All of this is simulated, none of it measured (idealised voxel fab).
process module | voxel transistor to metal
cross-section cut | 190 nm wide | cells 5 nm
A cross-section is a grid of square cells, given in bands from the top down. A band is one or more rows of cells.
Each band's line starts with the height of the band's top and of its bottom, in nm. Then come its materials from left to right, each with its width in nm. One material with "throughout" fills the band from edge to edge. "air" is empty space.
Height 0 is the level under which the wafer as received is all one material. The lowest band goes on downwards, as in "0 down".
A width such as "30 to 40" changes by the same amount from each row of cells to the next, from the band's top row to its bottom row.
"no change" after a step means that no cell of the cross-section changed.
closed voids: empty space of 8 cells or more with no open way to the top, each as width x height at its distance from the left edge, in nm
after a step's settings: what the simulator itself notes on the step
overlay nm, on a step with a mask: how far to the right of its planned place the mask lay; to the left if negative
plan
1 op RECEIVE | material Si
2 op OXIDIZE | depth nm 5
3 op CONFORMAL_DEP | material SiN | thk nm 10
4 op MASKED_ETCH | tone cover | mask id ACTIVE | width nm 125 | etch materials SiN | depth nm 10 | overlay nm 0
5 op MASKED_ETCH | tone cover | mask id ACTIVE | width nm 125 | etch materials SiO2 | depth nm 5 | overlay nm 0
6 op MASKED_ETCH | tone cover | mask id ACTIVE | width nm 125 | etch materials Si | depth nm 20 | overlay nm 0
7 op OXIDIZE | depth nm 5
8 op FILL_DEP | material SiO2 | thk nm 5
9 op CMP | height nm 10
10 op SELECTIVE_ETCH | etch materials SiO2 | depth nm 5
11 op STRIP | etch materials SiN
12 op SELECTIVE_ETCH | etch materials SiO2 | depth nm 5
13 op OXIDIZE | depth nm 5
14 op DIRECTIONAL_DEP | material polySi | thk nm 30
15 op DIRECTIONAL_DEP | material SiCN | thk nm 10
16 op MASKED_ETCH | tone cover | mask id GATE | width nm 35 | etch materials SiCN | depth nm 20 | overlay nm 0
17 op MASKED_ETCH | tone cover | mask id GATE | width nm 35 | etch materials polySi | depth nm 40 | overlay nm 0
18 op CONFORMAL_DEP | material SiN | thk nm 5
19 op DIRECTIONAL_ETCH | etch materials SiN | depth nm 5
20 op DIRECTIONAL_ETCH | etch materials SiO2 | depth nm 5
21 op EPI | material pSi | thk nm 5
22 op FILL_DEP | material SiO2 | thk nm 10
23 op CMP | height nm 25
24 op STRIP | etch materials polySi
25 op SELECTIVE_ETCH | etch materials SiO2 | depth nm 5
26 op CONFORMAL_DEP | material HfO2 | thk nm 5
27 op CONFORMAL_DEP | material TiN | thk nm 5
28 op FILL_DEP | material W | thk nm 5
29 op CMP | height nm 20
30 op DIRECTIONAL_DEP | material SiO2 | thk nm 10
31 op MASKED_ETCH | tone open | mask id CONTACT | width nm 20 | pitch nm 85 | etch materials SiO2 | depth nm 35 | overlay nm 0
32 op CONFORMAL_DEP | material TiN | thk nm 5
33 op FILL_DEP | material Ru | thk nm 5
34 op CMP | height nm 30
35 op CONFORMAL_DEP | material SiCN | thk nm 5
36 op DIRECTIONAL_DEP | material SiO2 | thk nm 25
37 op PATTERN | tone open | mask id METAL_1 | material resist | width nm 20 | pitch nm 85 | thk nm 15 | overlay nm 0
38 op DIRECTIONAL_ETCH | etch materials SiO2 | depth nm 25
39 op DIRECTIONAL_ETCH | etch materials SiCN | depth nm 5
40 op STRIP | etch materials resist
41 op CONFORMAL_DEP | material TiN | thk nm 5
42 op FILL_DEP | material Cu | thk nm 5
43 op CMP | height nm 60
44 op EPI | material Ru | thk nm 5
45 op FILL_DEP | material SiCN | thk nm 5
46 op DIRECTIONAL_DEP | material lowk | thk nm 30
47 op PATTERN | tone open | mask id METAL_2_HOLES | material resist | width nm 15 | pitch nm 85 | thk nm 15 | overlay nm 0
48 op DIRECTIONAL_ETCH | etch materials lowk | depth nm 30
49 op STRIP | etch materials resist
50 op PATTERN | tone open | mask id METAL_2 | material resist | width nm 20 | pitch nm 85 | thk nm 15 | overlay nm 0
51 op DIRECTIONAL_ETCH | etch materials lowk | depth nm 20
52 op DIRECTIONAL_ETCH | etch materials SiCN | depth nm 5
53 op STRIP | etch materials resist
54 op CONFORMAL_DEP | material TiN | thk nm 5
55 op FILL_DEP | material Cu | thk nm 5
56 op CMP | height nm 100
57 op CONFORMAL_DEP | material SiN | thk nm 5
first wafer, as planned
as received, after step 1
  0 down: Si throughout
  closed voids: none
after step 2
  0 to -5: SiO2 throughout
  below -5: unchanged
after step 3
  10 to 0: SiN throughout
  below 0: unchanged
after step 4
  10 to 0: air 30 | SiN 125 | air 35
  below 0: unchanged
after step 5
  10 to 0: air 30 | SiN 125 | air 35
  0 to -5: air 30 | SiO2 125 | air 35
  below -5: unchanged
after step 6
  10 to 0: air 30 | SiN 125 | air 35
  0 to -5: air 30 | SiO2 125 | air 35
  -5 to -25: air 30 | Si 125 | air 35
  below -25: unchanged
after step 7
  10 to 0: air 30 | SiN 125 | air 35
  0 to -5: air 30 | SiO2 125 | air 35
  -5 to -25: air 30 | SiO2 5 | Si 115 | SiO2 5 | air 35
  -25 to -30: SiO2 35 | Si 115 | SiO2 40
  below -30: unchanged
after step 8
  15 to 10: SiO2 throughout
  10 to 0: SiO2 30 | SiN 125 | SiO2 35
  0 to -5: SiO2 throughout
  -5 to -30: SiO2 35 | Si 115 | SiO2 40
  below -30: unchanged
after step 9
  10 to 0: SiO2 30 | SiN 125 | SiO2 35
  below 0: unchanged
after step 10
  10 to 5: air 30 | SiN 125 | air 35
  below 5: unchanged
after step 11
  5 to 0: SiO2 30 | air 125 | SiO2 35
  below 0: unchanged
after step 12
  0 to -5: SiO2 25 | air 135 | SiO2 30
  below -5: unchanged
after step 13
  0 to -5: SiO2 25 | air 135 | SiO2 30
  -5 to -10: SiO2 throughout
  below -10: unchanged
after step 14
  30 to 25: polySi 25 | air 135 | polySi 30
  25 to 0: polySi throughout
  0 to -5: SiO2 25 | polySi 135 | SiO2 30
  below -5: unchanged
after step 15
  40 to 35: SiCN 25 | air 135 | SiCN 30
  35 to 30: SiCN throughout
  30 to 25: polySi 25 | SiCN 135 | polySi 30
  below 25: unchanged
after step 16
  35 to 30: air 75 | SiCN 35 | air 80
  30 to 25: polySi 25 | air 50 | SiCN 35 | air 50 | polySi 30
  below 25: unchanged
after step 17
  35 to 25: air 75 | SiCN 35 | air 80
  25 to 0: air 75 | polySi 35 | air 80
  0 to -5: SiO2 25 | air 50 | polySi 35 | air 50 | SiO2 30
  below -5: unchanged
after step 18
  40 to 35: air 70 | SiN 45 | air 75
  35 to 25: air 70 | SiN 5 | SiCN 35 | SiN 5 | air 75
  25 to 5: air 70 | SiN 5 | polySi 35 | SiN 5 | air 75
  5 to 0: SiN 30 | air 40 | SiN 5 | polySi 35 | SiN 5 | air 40 | SiN 35
  0 to -5: SiO2 25 | SiN 50 | polySi 35 | SiN 50 | SiO2 30
  below -5: unchanged
after step 19
  35 to 25: air 70 | SiN 5 | SiCN 35 | SiN 5 | air 75
  25 to 0: air 70 | SiN 5 | polySi 35 | SiN 5 | air 75
  0 to -5: SiO2 25 | SiN 5 | air 40 | SiN 5 | polySi 35 | SiN 5 | air 40 | SiN 5 | SiO2 30
  below -5: unchanged
after step 20
  35 to 25: air 70 | SiN 5 | SiCN 35 | SiN 5 | air 75
  25 to 0: air 70 | SiN 5 | polySi 35 | SiN 5 | air 75
  0 to -5: air 25 | SiN 5 | air 40 | SiN 5 | polySi 35 | SiN 5 | air 40 | SiN 5 | air 30
  -5 to -10: SiO2 30 | air 40 | SiO2 45 | air 40 | SiO2 35
  below -10: unchanged
after step 21
  35 to 25: air 70 | SiN 5 | SiCN 35 | SiN 5 | air 75
  25 to 0: air 70 | SiN 5 | polySi 35 | SiN 5 | air 75
  0 to -5: air 25 | SiN 5 | air 40 | SiN 5 | polySi 35 | SiN 5 | air 40 | SiN 5 | air 30
  -5 to -10: SiO2 30 | pSi 40 | SiO2 45 | pSi 40 | SiO2 35
  below -10: unchanged
after step 22
  45 to 35: SiO2 throughout
  35 to 25: SiO2 70 | SiN 5 | SiCN 35 | SiN 5 | SiO2 75
  25 to 0: SiO2 70 | SiN 5 | polySi 35 | SiN 5 | SiO2 75
  0 to -5: SiO2 25 | SiN 5 | SiO2 40 | SiN 5 | polySi 35 | SiN 5 | SiO2 40 | SiN 5 | SiO2 30
  below -5: unchanged
after step 23
  25 to 0: SiO2 70 | SiN 5 | polySi 35 | SiN 5 | SiO2 75
  below 0: unchanged
after step 24
  25 to 0: SiO2 70 | SiN 5 | air 35 | SiN 5 | SiO2 75
  0 to -5: SiO2 25 | SiN 5 | SiO2 40 | SiN 5 | air 35 | SiN 5 | SiO2 40 | SiN 5 | SiO2 30
  below -5: unchanged
after step 25
  25 to 20: air 70 | SiN 5 | air 35 | SiN 5 | air 75
  20 to 0: SiO2 70 | SiN 5 | air 35 | SiN 5 | SiO2 75
  0 to -5: SiO2 25 | SiN 5 | SiO2 40 | SiN 5 | air 35 | SiN 5 | SiO2 40 | SiN 5 | SiO2 30
  -5 to -10: SiO2 30 | pSi 40 | air 45 | pSi 40 | SiO2 35
  below -10: unchanged
after step 26
  30 to 25: air 65 | HfO2 15 | air 25 | HfO2 15 | air 70
  25 to 20: HfO2 70 | SiN 5 | HfO2 5 | air 25 | HfO2 5 | SiN 5 | HfO2 75
  20 to 0: SiO2 70 | SiN 5 | HfO2 5 | air 25 | HfO2 5 | SiN 5 | SiO2 75
  0 to -5: SiO2 25 | SiN 5 | SiO2 40 | SiN 5 | HfO2 5 | air 25 | HfO2 5 | SiN 5 | SiO2 40 | SiN 5 | SiO2 30
  -5 to -10: SiO2 30 | pSi 40 | HfO2 45 | pSi 40 | SiO2 35
  below -10: unchanged
after step 27
  35 to 30: air 60 | TiN 25 | air 15 | TiN 25 | air 65
  30 to 25: TiN 65 | HfO2 15 | TiN 5 | air 15 | TiN 5 | HfO2 15 | TiN 70
  25 to 20: HfO2 70 | SiN 5 | HfO2 5 | TiN 5 | air 15 | TiN 5 | HfO2 5 | SiN 5 | HfO2 75
  20 to 0: SiO2 70 | SiN 5 | HfO2 5 | TiN 5 | air 15 | TiN 5 | HfO2 5 | SiN 5 | SiO2 75
  0 to -5: SiO2 25 | SiN 5 | SiO2 40 | SiN 5 | HfO2 5 | TiN 25 | HfO2 5 | SiN 5 | SiO2 40 | SiN 5 | SiO2 30
  below -5: unchanged
after step 28
  40 to 35: W throughout
  35 to 30: W 60 | TiN 25 | W 15 | TiN 25 | W 65
  30 to 25: TiN 65 | HfO2 15 | TiN 5 | W 15 | TiN 5 | HfO2 15 | TiN 70
  25 to 20: HfO2 70 | SiN 5 | HfO2 5 | TiN 5 | W 15 | TiN 5 | HfO2 5 | SiN 5 | HfO2 75
  20 to 0: SiO2 70 | SiN 5 | HfO2 5 | TiN 5 | W 15 | TiN 5 | HfO2 5 | SiN 5 | SiO2 75
  below 0: unchanged
after step 29
  20 to 0: SiO2 70 | SiN 5 | HfO2 5 | TiN 5 | W 15 | TiN 5 | HfO2 5 | SiN 5 | SiO2 75
  below 0: unchanged
after step 30
  30 to 20: SiO2 throughout
  below 20: unchanged
after step 31
  30 to 20: SiO2 40 | air 20 | SiO2 65 | air 20 | SiO2 45
  20 to 0: SiO2 40 | air 20 | SiO2 10 | SiN 5 | HfO2 5 | TiN 5 | W 15 | TiN 5 | HfO2 5 | SiN 5 | SiO2 10 | air 20 | SiO2 45
  0 to -5: SiO2 25 | SiN 5 | SiO2 10 | air 20 | SiO2 10 | SiN 5 | HfO2 5 | TiN 25 | HfO2 5 | SiN 5 | SiO2 10 | air 20 | SiO2 10 | SiN 5 | SiO2 30
  below -5: unchanged
after step 32
  35 to 30: TiN 45 | air 10 | TiN 75 | air 10 | TiN 50
  30 to 20: SiO2 40 | TiN 5 | air 10 | TiN 5 | SiO2 65 | TiN 5 | air 10 | TiN 5 | SiO2 45
  20 to 0: SiO2 40 | TiN 5 | air 10 | TiN 5 | SiO2 10 | SiN 5 | HfO2 5 | TiN 5 | W 15 | TiN 5 | HfO2 5 | SiN 5 | SiO2 10 | TiN 5 | air 10 | TiN 5 | SiO2 45
  0 to -5: SiO2 25 | SiN 5 | SiO2 10 | TiN 20 | SiO2 10 | SiN 5 | HfO2 5 | TiN 25 | HfO2 5 | SiN 5 | SiO2 10 | TiN 20 | SiO2 10 | SiN 5 | SiO2 30
  below -5: unchanged
after step 33
  40 to 35: Ru throughout
  35 to 30: TiN 45 | Ru 10 | TiN 75 | Ru 10 | TiN 50
  30 to 20: SiO2 40 | TiN 5 | Ru 10 | TiN 5 | SiO2 65 | TiN 5 | Ru 10 | TiN 5 | SiO2 45
  20 to 0: SiO2 40 | TiN 5 | Ru 10 | TiN 5 | SiO2 10 | SiN 5 | HfO2 5 | TiN 5 | W 15 | TiN 5 | HfO2 5 | SiN 5 | SiO2 10 | TiN 5 | Ru 10 | TiN 5 | SiO2 45
  below 0: unchanged
after step 34
  30 to 20: SiO2 40 | TiN 5 | Ru 10 | TiN 5 | SiO2 65 | TiN 5 | Ru 10 | TiN 5 | SiO2 45
  below 20: unchanged
after step 35
  35 to 30: SiCN throughout
  below 30: unchanged
after step 36
  60 to 35: SiO2 throughout
  below 35: unchanged
after step 37
  75 to 60: resist 40 | air 20 | resist 65 | air 20 | resist 45
  below 60: unchanged
after step 38
  75 to 60: resist 40 | air 20 | resist 65 | air 20 | resist 45
  60 to 35: SiO2 40 | air 20 | SiO2 65 | air 20 | SiO2 45
  below 35: unchanged
after step 39
  75 to 60: resist 40 | air 20 | resist 65 | air 20 | resist 45
  60 to 35: SiO2 40 | air 20 | SiO2 65 | air 20 | SiO2 45
  35 to 30: SiCN 40 | air 20 | SiCN 65 | air 20 | SiCN 45
  below 30: unchanged
after step 40
  60 to 35: SiO2 40 | air 20 | SiO2 65 | air 20 | SiO2 45
  below 35: unchanged
after step 41
  65 to 60: TiN 45 | air 10 | TiN 75 | air 10 | TiN 50
  60 to 35: SiO2 40 | TiN 5 | air 10 | TiN 5 | SiO2 65 | TiN 5 | air 10 | TiN 5 | SiO2 45
  35 to 30: SiCN 40 | TiN 20 | SiCN 65 | TiN 20 | SiCN 45
  below 30: unchanged
after step 42
  70 to 65: Cu throughout
  65 to 60: TiN 45 | Cu 10 | TiN 75 | Cu 10 | TiN 50
  60 to 35: SiO2 40 | TiN 5 | Cu 10 | TiN 5 | SiO2 65 | TiN 5 | Cu 10 | TiN 5 | SiO2 45
  below 35: unchanged
after step 43
  60 to 35: SiO2 40 | TiN 5 | Cu 10 | TiN 5 | SiO2 65 | TiN 5 | Cu 10 | TiN 5 | SiO2 45
  below 35: unchanged
after step 44
  65 to 60: air 35 | Ru 30 | air 55 | Ru 30 | air 40
  below 60: unchanged
after step 45
  70 to 65: SiCN throughout
  65 to 60: SiCN 35 | Ru 30 | SiCN 55 | Ru 30 | SiCN 40
  below 60: unchanged
after step 46
  100 to 70: lowk throughout
  below 70: unchanged
after step 47
  115 to 100: resist 40 | air 15 | resist 70 | air 15 | resist 50
  below 100: unchanged
after step 48
  115 to 100: resist 40 | air 15 | resist 70 | air 15 | resist 50
  100 to 70: lowk 40 | air 15 | lowk 70 | air 15 | lowk 50
  below 70: unchanged
after step 49
  100 to 70: lowk 40 | air 15 | lowk 70 | air 15 | lowk 50
  below 70: unchanged
after step 50
  115 to 100: resist 40 | air 20 | resist 65 | air 20 | resist 45
  below 100: unchanged
after step 51
  115 to 100: resist 40 | air 20 | resist 65 | air 20 | resist 45
  100 to 80: lowk 40 | air 20 | lowk 65 | air 20 | lowk 45
  below 80: unchanged
after step 52
  115 to 100: resist 40 | air 20 | resist 65 | air 20 | resist 45
  100 to 80: lowk 40 | air 20 | lowk 65 | air 20 | lowk 45
  80 to 70: lowk 40 | air 15 | lowk 70 | air 15 | lowk 50
  70 to 65: SiCN 40 | air 15 | SiCN 70 | air 15 | SiCN 50
  below 65: unchanged
after step 53
  100 to 80: lowk 40 | air 20 | lowk 65 | air 20 | lowk 45
  below 80: unchanged
after step 54
  105 to 100: TiN 45 | air 10 | TiN 75 | air 10 | TiN 50
  100 to 85: lowk 40 | TiN 5 | air 10 | TiN 5 | lowk 65 | TiN 5 | air 10 | TiN 5 | lowk 45
  85 to 80: lowk 40 | TiN 5 | air 5 | TiN 10 | lowk 65 | TiN 5 | air 5 | TiN 10 | lowk 45
  80 to 70: lowk 40 | TiN 5 | air 5 | TiN 5 | lowk 70 | TiN 5 | air 5 | TiN 5 | lowk 50
  70 to 65: SiCN 40 | TiN 15 | SiCN 70 | TiN 15 | SiCN 50
  below 65: unchanged
after step 55
  110 to 105: Cu throughout
  105 to 100: TiN 45 | Cu 10 | TiN 75 | Cu 10 | TiN 50
  100 to 85: lowk 40 | TiN 5 | Cu 10 | TiN 5 | lowk 65 | TiN 5 | Cu 10 | TiN 5 | lowk 45
  85 to 80: lowk 40 | TiN 5 | Cu 5 | TiN 10 | lowk 65 | TiN 5 | Cu 5 | TiN 10 | lowk 45
  80 to 70: lowk 40 | TiN 5 | Cu 5 | TiN 5 | lowk 70 | TiN 5 | Cu 5 | TiN 5 | lowk 50
  below 70: unchanged
after step 56
  100 to 85: lowk 40 | TiN 5 | Cu 10 | TiN 5 | lowk 65 | TiN 5 | Cu 10 | TiN 5 | lowk 45
  below 85: unchanged
after step 57
  105 to 100: SiN throughout
  below 100: unchanged
second wafer: like start, like plan, one mistake. Through step 30 it matches the first wafer
when step 31 should have ended
  30 to 20: SiO2 35 | air 20 | SiO2 65 | air 20 | SiO2 50
  20 to 0: SiO2 35 | air 20 | SiO2 15 | SiN 5 | HfO2 5 | TiN 5 | W 15 | TiN 5 | HfO2 5 | SiN 5 | SiO2 5 | air 20 | SiO2 50
  0 to -5: SiO2 25 | SiN 5 | SiO2 5 | air 20 | SiO2 15 | SiN 5 | HfO2 5 | TiN 25 | HfO2 5 | SiN 5 | SiO2 5 | air 20 | SiO2 15 | SiN 5 | SiO2 30
  below -5: unchanged
when step 32 should have ended
  35 to 30: TiN 40 | air 10 | TiN 75 | air 10 | TiN 55
  30 to 20: SiO2 35 | TiN 5 | air 10 | TiN 5 | SiO2 65 | TiN 5 | air 10 | TiN 5 | SiO2 50
  20 to 0: SiO2 35 | TiN 5 | air 10 | TiN 5 | SiO2 15 | SiN 5 | HfO2 5 | TiN 5 | W 15 | TiN 5 | HfO2 5 | SiN 5 | SiO2 5 | TiN 5 | air 10 | TiN 5 | SiO2 50
  0 to -5: SiO2 25 | SiN 5 | SiO2 5 | TiN 20 | SiO2 15 | SiN 5 | HfO2 5 | TiN 25 | HfO2 5 | SiN 5 | SiO2 5 | TiN 20 | SiO2 15 | SiN 5 | SiO2 30
  below -5: unchanged
when step 33 should have ended
  40 to 35: Ru throughout
  35 to 30: TiN 40 | Ru 10 | TiN 75 | Ru 10 | TiN 55
  30 to 20: SiO2 35 | TiN 5 | Ru 10 | TiN 5 | SiO2 65 | TiN 5 | Ru 10 | TiN 5 | SiO2 50
  20 to 0: SiO2 35 | TiN 5 | Ru 10 | TiN 5 | SiO2 15 | SiN 5 | HfO2 5 | TiN 5 | W 15 | TiN 5 | HfO2 5 | SiN 5 | SiO2 5 | TiN 5 | Ru 10 | TiN 5 | SiO2 50
  below 0: unchanged
when step 34 should have ended
  30 to 20: SiO2 35 | TiN 5 | Ru 10 | TiN 5 | SiO2 65 | TiN 5 | Ru 10 | TiN 5 | SiO2 50
  below 20: unchanged
when step 35 should have ended
  35 to 30: SiCN throughout
  below 30: unchanged
when step 36 should have ended
  60 to 35: SiO2 throughout
  below 35: unchanged
when step 37 should have ended
  75 to 60: resist 40 | air 20 | resist 65 | air 20 | resist 45
  below 60: unchanged
when step 38 should have ended
  75 to 60: resist 40 | air 20 | resist 65 | air 20 | resist 45
  60 to 35: SiO2 40 | air 20 | SiO2 65 | air 20 | SiO2 45
  below 35: unchanged
when step 39 should have ended
  75 to 60: resist 40 | air 20 | resist 65 | air 20 | resist 45
  60 to 35: SiO2 40 | air 20 | SiO2 65 | air 20 | SiO2 45
  35 to 30: SiCN 40 | air 20 | SiCN 65 | air 20 | SiCN 45
  below 30: unchanged
when step 40 should have ended
  60 to 35: SiO2 40 | air 20 | SiO2 65 | air 20 | SiO2 45
  below 35: unchanged
when step 41 should have ended
  65 to 60: TiN 45 | air 10 | TiN 75 | air 10 | TiN 50
  60 to 35: SiO2 40 | TiN 5 | air 10 | TiN 5 | SiO2 65 | TiN 5 | air 10 | TiN 5 | SiO2 45
  35 to 30: SiCN 40 | TiN 20 | SiCN 65 | TiN 20 | SiCN 45
  below 30: unchanged
when step 42 should have ended
  70 to 65: Cu throughout
  65 to 60: TiN 45 | Cu 10 | TiN 75 | Cu 10 | TiN 50
  60 to 35: SiO2 40 | TiN 5 | Cu 10 | TiN 5 | SiO2 65 | TiN 5 | Cu 10 | TiN 5 | SiO2 45
  below 35: unchanged
when step 43 should have ended
  60 to 35: SiO2 40 | TiN 5 | Cu 10 | TiN 5 | SiO2 65 | TiN 5 | Cu 10 | TiN 5 | SiO2 45
  below 35: unchanged
when step 44 should have ended
  65 to 60: air 35 | Ru 30 | air 55 | Ru 30 | air 40
  below 60: unchanged
when step 45 should have ended
  70 to 65: SiCN throughout
  65 to 60: SiCN 35 | Ru 30 | SiCN 55 | Ru 30 | SiCN 40
  below 60: unchanged
when step 46 should have ended
  100 to 70: lowk throughout
  below 70: unchanged
when step 47 should have ended
  115 to 100: resist 40 | air 15 | resist 70 | air 15 | resist 50
  below 100: unchanged
when step 48 should have ended
  115 to 100: resist 40 | air 15 | resist 70 | air 15 | resist 50
  100 to 70: lowk 40 | air 15 | lowk 70 | air 15 | lowk 50
  below 70: unchanged
when step 49 should have ended
  100 to 70: lowk 40 | air 15 | lowk 70 | air 15 | lowk 50
  below 70: unchanged
when step 50 should have ended
  115 to 100: resist 40 | air 20 | resist 65 | air 20 | resist 45
  below 100: unchanged
when step 51 should have ended
  115 to 100: resist 40 | air 20 | resist 65 | air 20 | resist 45
  100 to 80: lowk 40 | air 20 | lowk 65 | air 20 | lowk 45
  below 80: unchanged
when step 52 should have ended
  115 to 100: resist 40 | air 20 | resist 65 | air 20 | resist 45
  100 to 80: lowk 40 | air 20 | lowk 65 | air 20 | lowk 45
  80 to 70: lowk 40 | air 15 | lowk 70 | air 15 | lowk 50
  70 to 65: SiCN 40 | air 15 | SiCN 70 | air 15 | SiCN 50
  below 65: unchanged
when step 53 should have ended
  100 to 80: lowk 40 | air 20 | lowk 65 | air 20 | lowk 45
  below 80: unchanged
when step 54 should have ended
  105 to 100: TiN 45 | air 10 | TiN 75 | air 10 | TiN 50
  100 to 85: lowk 40 | TiN 5 | air 10 | TiN 5 | lowk 65 | TiN 5 | air 10 | TiN 5 | lowk 45
  85 to 80: lowk 40 | TiN 5 | air 5 | TiN 10 | lowk 65 | TiN 5 | air 5 | TiN 10 | lowk 45
  80 to 70: lowk 40 | TiN 5 | air 5 | TiN 5 | lowk 70 | TiN 5 | air 5 | TiN 5 | lowk 50
  70 to 65: SiCN 40 | TiN 15 | SiCN 70 | TiN 15 | SiCN 50
  below 65: unchanged
when step 55 should have ended
  110 to 105: Cu throughout
  105 to 100: TiN 45 | Cu 10 | TiN 75 | Cu 10 | TiN 50
  100 to 85: lowk 40 | TiN 5 | Cu 10 | TiN 5 | lowk 65 | TiN 5 | Cu 10 | TiN 5 | lowk 45
  85 to 80: lowk 40 | TiN 5 | Cu 5 | TiN 10 | lowk 65 | TiN 5 | Cu 5 | TiN 10 | lowk 45
  80 to 70: lowk 40 | TiN 5 | Cu 5 | TiN 5 | lowk 70 | TiN 5 | Cu 5 | TiN 5 | lowk 50
  below 70: unchanged
when step 56 should have ended
  100 to 85: lowk 40 | TiN 5 | Cu 10 | TiN 5 | lowk 65 | TiN 5 | Cu 10 | TiN 5 | lowk 45
  below 85: unchanged
when step 57 should have ended
  105 to 100: SiN throughout
  below 100: unchanged
what went wrong: step 31 ran as: op MASKED_ETCH | tone open | mask id CONTACT | width nm 20 | pitch nm 85 | etch materials SiO2 | depth nm 35 | overlay nm -5
at the end the second wafer has, in cells: as many of each material as the first, in other places
